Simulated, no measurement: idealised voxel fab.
voxel self aligned vias: a process module
Xsec cut, 185 nm wide, square cell size 5 nm.
Think of the cross-section as a grid of square cells. We describe it in bands, top to bottom, and each band covers one or more rows of those cells.
Band entry format. Leading values: height of top, height of bottom, nm. Remainder: materials in left-to-right order, each with its width in nm. Special words: "edge to edge" on a single material, which then fills the band edge to edge; "air", empty space.
Measure heights from 0. That's the level where, below it, the as-received wafer is all one material. The lowest band is bottomless and extends downward; write it as in "0 -> down".
Graded width ("30->40"): value in top row of band = first number; value in bottom row = second number; row-to-row change constant.
Given "identical to before" for a step, no cell of the cross-section differs between before and after that step.
For the entry "Enclosed void inventory", the listed items are empty spaces with no open way to the top whose size is 8 cells or more; each item follows the pattern width x height at distance, where distance is from the left edge and all three are in nm.
Whatever follows a step's settings on its line is a remark the simulator itself makes about that step.
overlay nm: step with mask; distance mask lay right of planned place; negative value = left of planned place.

These are the steps we planned for the process
| 1 | RECEIVE | material Si |
| 2 | CONFORMAL_DEP | material SiO2 | thk nm 10 |
| 3 | CONFORMAL_DEP | material SiCN | thk nm 5 |
| 4 | DIRECTIONAL_DEP | material SiO2 | thk nm 30 |
| 5 | DIRECTIONAL_DEP | material aC | thk nm 10 |
| 6 | PATTERN | tone open | mask id LINES | material resist | width nm 20 | pitch nm 70 | thk nm 30 | overlay nm 0 |
| 7 | DIRECTIONAL_ETCH | etch materials aC | depth nm 10 |
| 8 | STRIP | etch materials resist |
| 9 | DIRECTIONAL_ETCH | etch materials SiO2 | depth nm 30 |
| 10 | STRIP | etch materials aC |
| 11 | CONFORMAL_DEP | material TiN | thk nm 5 |
| 12 | FILL_DEP | material W | thk nm 10 |
| 13 | CMP | height nm 45 |
| 14 | SELECTIVE_ETCH | etch materials W Ru TiN | depth nm 10 |
| 15 | FILL_DEP | material SiN | thk nm 10 |
| 16 | CMP | height nm 45 |
| 17 | DIRECTIONAL_DEP | material SiO2 | thk nm 20 |
| 18 | MASKED_ETCH | tone open | mask id VIAS | width nm 40 | pitch nm 70 | etch materials SiO2 | depth nm 20 | overlay nm 0 |
| 19 | MASKED_ETCH | tone open | mask id VIAS | width nm 40 | pitch nm 70 | etch materials SiN | depth nm 10 | overlay nm 0 |
| 20 | CONFORMAL_DEP | material TiN | thk nm 5 |
| 21 | FILL_DEP | material Cu | thk nm 10 |
| 22 | CMP | height nm 65 |
| 23 | CONFORMAL_DEP | material SiCN | thk nm 5 |

First wafer out of two, processed as planned

as received, after step 1
* 0 -> down: Si edge to edge
* Enclosed void inventory: none

Sectional view: wafer, after step 2
* 10 -> 0: SiO2 edge to edge
* Rest of section, below 0: as before.

Sectional view: wafer, after step 3
* 15 -> 10: SiCN edge to edge
* Rest of section, below 10: as before.

Sectional view: wafer, after step 4
* 45 -> 15: SiO2 edge to edge
* Rest of section, below 15: as before.

Sectional view: wafer, after step 5
* 55 -> 45: aC edge to edge
* Rest of section, below 45: as before.

Sectional view: wafer, after step 6
* 85 -> 55: resist 45; air 20; resist 50; air 20; resist 50
* Rest of section, below 55: as before.

Sectional view: wafer, after step 7
* 75 -> 55: resist 45; air 20; resist 50; air 20; resist 50
* 55 -> 45: aC 45; air 20; aC 50; air 20; aC 50
* Rest of section, below 45: as before.

Sectional view: wafer, after step 8
* 55 -> 45: aC 45; air 20; aC 50; air 20; aC 50
* Rest of section, below 45: as before.

Sectional view: wafer, after step 9
* 55 -> 45: aC 45; air 20; aC 50; air 20; aC 50
* 45 -> 15: SiO2 45; air 20; SiO2 50; air 20; SiO2 50
* Rest of section, below 15: as before.

Sectional view: wafer, after step 10
* 45 -> 15: SiO2 45; air 20; SiO2 50; air 20; SiO2 50
* Rest of section, below 15: as before.

Sectional view: wafer, after step 11
* 50 -> 45: TiN 50; air 10; TiN 60; air 10; TiN 55
* 45 -> 20: SiO2 45; TiN 5; air 10; TiN 5; SiO2 50; TiN 5; air 10; TiN 5; SiO2 50
* 20 -> 15: SiO2 45; TiN 20; SiO2 50; TiN 20; SiO2 50
* Rest of section, below 15: as before.

Sectional view: wafer, after step 12
* 60 -> 50: W edge to edge
* 50 -> 45: TiN 50; W 10; TiN 60; W 10; TiN 55
* 45 -> 20: SiO2 45; TiN 5; W 10; TiN 5; SiO2 50; TiN 5; W 10; TiN 5; SiO2 50
* Rest of section, below 20: as before.

Sectional view: wafer, after step 13
* 45 -> 20: SiO2 45; TiN 5; W 10; TiN 5; SiO2 50; TiN 5; W 10; TiN 5; SiO2 50
* Rest of section, below 20: as before.

Sectional view: wafer, after step 14
* 45 -> 35: SiO2 45; air 20; SiO2 50; air 20; SiO2 50
* Rest of section, below 35: as before.

Sectional view: wafer, after step 15
* 55 -> 45: SiN edge to edge
* 45 -> 35: SiO2 45; SiN 20; SiO2 50; SiN 20; SiO2 50
* Rest of section, below 35: as before.

Sectional view: wafer, after step 16
* 45 -> 35: SiO2 45; SiN 20; SiO2 50; SiN 20; SiO2 50
* Rest of section, below 35: as before.

Sectional view: wafer, after step 17
* 65 -> 45: SiO2 edge to edge
* Rest of section, below 45: as before.

Sectional view: wafer, after step 18
* 65 -> 45: SiO2 35; air 40; SiO2 30; air 40; SiO2 40
* Rest of section, below 45: as before.

Sectional view: wafer, after step 19
* 65 -> 45: SiO2 35; air 40; SiO2 30; air 40; SiO2 40
* 45 -> 35: SiO2 45; air 20; SiO2 50; air 20; SiO2 50
* Rest of section, below 35: as before.

Sectional view: wafer, after step 20
* 70 -> 65: TiN 40; air 30; TiN 40; air 30; TiN 45
* 65 -> 50: SiO2 35; TiN 5; air 30; TiN 5; SiO2 30; TiN 5; air 30; TiN 5; SiO2 40
* 50 -> 40: SiO2 35->45; TiN 15->5; air 10; TiN 15->5; SiO2 30->50; TiN 15->5; air 10; TiN 15->5; SiO2 40->50
* 40 -> 35: SiO2 45; TiN 20; SiO2 50; TiN 20; SiO2 50
* Rest of section, below 35: as before.

Sectional view: wafer, after step 21
* 80 -> 70: Cu edge to edge
* 70 -> 65: TiN 40; Cu 30; TiN 40; Cu 30; TiN 45
* 65 -> 50: SiO2 35; TiN 5; Cu 30; TiN 5; SiO2 30; TiN 5; Cu 30; TiN 5; SiO2 40
* 50 -> 40: SiO2 35->45; TiN 15->5; Cu 10; TiN 15->5; SiO2 30->50; TiN 15->5; Cu 10; TiN 15->5; SiO2 40->50
* Rest of section, below 40: as before.

Sectional view: wafer, after step 22
* 65 -> 50: SiO2 35; TiN 5; Cu 30; TiN 5; SiO2 30; TiN 5; Cu 30; TiN 5; SiO2 40
* Rest of section, below 50: as before.

Sectional view: wafer, after step 23
* 70 -> 65: SiCN edge to edge
* Rest of section, below 65: as before.

second wafer: like start, like plan, one mistake. Through step 5 it matches the first wafer

At the planned end of step 6, the second wafer in cross-section
* 85 -> 55: resist 40; air 30; resist 40; air 30; resist 45
* Rest of section, below 55: as before.

At the planned end of step 7, the second wafer in cross-section
* 75 -> 55: resist 40; air 30; resist 40; air 30; resist 45
* 55 -> 45: aC 40; air 30; aC 40; air 30; aC 45
* Rest of section, below 45: as before.

At the planned end of step 8, the second wafer in cross-section
* 55 -> 45: aC 40; air 30; aC 40; air 30; aC 45
* Rest of section, below 45: as before.

At the planned end of step 9, the second wafer in cross-section
* 55 -> 45: aC 40; air 30; aC 40; air 30; aC 45
* 45 -> 15: SiO2 40; air 30; SiO2 40; air 30; SiO2 45
* Rest of section, below 15: as before.

At the planned end of step 10, the second wafer in cross-section
* 45 -> 15: SiO2 40; air 30; SiO2 40; air 30; SiO2 45
* Rest of section, below 15: as before.

At the planned end of step 11, the second wafer in cross-section
* 50 -> 45: TiN 45; air 20; TiN 50; air 20; TiN 50
* 45 -> 20: SiO2 40; TiN 5; air 20; TiN 5; SiO2 40; TiN 5; air 20; TiN 5; SiO2 45
* 20 -> 15: SiO2 40; TiN 30; SiO2 40; TiN 30; SiO2 45
* Rest of section, below 15: as before.

At the planned end of step 12, the second wafer in cross-section
* 60 -> 50: W edge to edge
* 50 -> 45: TiN 45; W 20; TiN 50; W 20; TiN 50
* 45 -> 20: SiO2 40; TiN 5; W 20; TiN 5; SiO2 40; TiN 5; W 20; TiN 5; SiO2 45
* Rest of section, below 20: as before.

At the planned end of step 13, the second wafer in cross-section
* 45 -> 20: SiO2 40; TiN 5; W 20; TiN 5; SiO2 40; TiN 5; W 20; TiN 5; SiO2 45
* Rest of section, below 20: as before.

At the planned end of step 14, the second wafer in cross-section
* 45 -> 35: SiO2 40; air 30; SiO2 40; air 30; SiO2 45
* Rest of section, below 35: as before.

At the planned end of step 15, the second wafer in cross-section
* 55 -> 45: SiN edge to edge
* 45 -> 35: SiO2 40; SiN 30; SiO2 40; SiN 30; SiO2 45
* Rest of section, below 35: as before.

At the planned end of step 16, the second wafer in cross-section
* 45 -> 35: SiO2 40; SiN 30; SiO2 40; SiN 30; SiO2 45
* Rest of section, below 35: as before.

At the planned end of step 17, the second wafer in cross-section
* 65 -> 45: SiO2 edge to edge
* Rest of section, below 45: as before.

At the planned end of step 18, the second wafer in cross-section
* 65 -> 45: SiO2 35; air 40; SiO2 30; air 40; SiO2 40
* Rest of section, below 45: as before.

At the planned end of step 19, the second wafer in cross-section
* 65 -> 45: SiO2 35; air 40; SiO2 30; air 40; SiO2 40
* 45 -> 35: SiO2 40; air 30; SiO2 40; air 30; SiO2 45
* Rest of section, below 35: as before.

At the planned end of step 20, the second wafer in cross-section
* 70 -> 65: TiN 40; air 30; TiN 40; air 30; TiN 45
* 65 -> 50: SiO2 35; TiN 5; air 30; TiN 5; SiO2 30; TiN 5; air 30; TiN 5; SiO2 40
* 50 -> 40: SiO2 35->40; TiN 10->5; air 20; TiN 10->5; SiO2 30->40; TiN 10->5; air 20; TiN 10->5; SiO2 40->45
* 40 -> 35: SiO2 40; TiN 30; SiO2 40; TiN 30; SiO2 45
* Rest of section, below 35: as before.

At the planned end of step 21, the second wafer in cross-section
* 80 -> 70: Cu edge to edge
* 70 -> 65: TiN 40; Cu 30; TiN 40; Cu 30; TiN 45
* 65 -> 50: SiO2 35; TiN 5; Cu 30; TiN 5; SiO2 30; TiN 5; Cu 30; TiN 5; SiO2 40
* 50 -> 40: SiO2 35->40; TiN 10->5; Cu 20; TiN 10->5; SiO2 30->40; TiN 10->5; Cu 20; TiN 10->5; SiO2 40->45
* Rest of section, below 40: as before.

At the planned end of step 22, the second wafer in cross-section
* 65 -> 50: SiO2 35; TiN 5; Cu 30; TiN 5; SiO2 30; TiN 5; Cu 30; TiN 5; SiO2 40
* Rest of section, below 50: as before.

At the planned end of step 23, the second wafer in cross-section
* 70 -> 65: SiCN edge to edge
* Rest of section, below 65: as before.
Finding, execution versus plan: contrary to plan, step 6 was performed as PATTERN | tone open | mask id LINES | material resist | width nm 30 | pitch nm 70 | thk nm 30 | overlay nm 0
Counted in cells at the end, the second wafer holds more or fewer of these materials than the first: 8 more of Cu, 24 fewer of SiO2, 4 more of TiN, 12 more of W
